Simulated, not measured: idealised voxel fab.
The process module that follows is named voxel double patterning.
For reference, the cross-section in this document is cut, with width 295 nm and square cells of 5 nm.
Format of a cross-section: grid, square cells. Given as bands. Order: top down. Band: one or more rows of cells. Heights first: top, then bottom, in nm. Then materials, left to right, each with a width in nm. "everywhere" on a single material: fills the band edge to edge. "air": empty space. Ref level 0: as-received wafer is one material below here. Bottom band extends down with no lower bound ("0 nm and below"). The two numbers in a width such as "30..40" mark its ends across the band: the first belongs to the top row of cells, the second to the bottom row, and from each row to the next the width moves by the same amount. Reading "stayed the same" for a step: not a cell of the cross-section changed in it. "Voids, fully enclosed": sealed empty spaces, 8 cells or more, no open way to top, listed width x height at distance, with distance from the left edge and width, height and distance in nm. On each step's line, the part that comes after the settings is the simulator's own comment on the step. overlay nm: for a step with a mask, the amount by which the mask lay right of where it was planned; a negative amount means left of it.

Set out below are the planned steps of the process:
1 RECEIVE,material Si
2 CONFORMAL_DEP,material SiO2,thk nm 5
3 DIRECTIONAL_DEP,material W,thk nm 20
4 DIRECTIONAL_DEP,material SiN,thk nm 10
5 MASKED_ETCH,tone open,mask id FIRST,width nm 15,pitch nm 50,etch materials SiN,depth nm 10,overlay nm 0
6 DIRECTIONAL_DEP,material aC,thk nm 10
7 PATTERN,tone open,mask id SECOND,material resist,width nm 15,pitch nm 50,thk nm 30,overlay nm 0
8 DIRECTIONAL_ETCH,etch materials aC,depth nm 10
9 STRIP,etch materials resist
10 DIRECTIONAL_ETCH,etch materials SiN,depth nm 10
11 STRIP,etch materials aC
12 DIRECTIONAL_ETCH,etch materials W,depth nm 20
13 STRIP,etch materials SiN

Cross-section of the wafer upon arrival, representing the state reached after step 1:
	0 nm and below: Si everywhere
	Voids, fully enclosed: none

Cross-section: first of two wafers, module finished, run according to plan:
	25 nm to 5 nm: W 90 | air 15 | W 10 | air 15 | W 10 | air 15 | W 10 | air 15 | W 10 | air 15 | W 90
	5 nm to 0 nm: SiO2 everywhere
	0 nm and below: Si everywhere
	Voids, fully enclosed: none

End of module, second wafer, cross-section. Started like the first, planned like the first, run with one mistake:
	25 nm to 5 nm: air 90 | W 15 | air 35 | W 15 | air 35 | W 15 | air 90
	5 nm to 0 nm: SiO2 everywhere
	0 nm and below: Si everywhere
	Voids, fully enclosed: none
Diagnosis: step 5 went in with a setting other than planned; the actual run was MASKED_ETCH,tone cover,mask id FIRST,width nm 15,pitch nm 50,etch materials SiN,depth nm 10,overlay nm 0
Upon completion, the second wafer contains, in terms of cells, a greater or smaller amount of certain materials than the first wafer: W -140
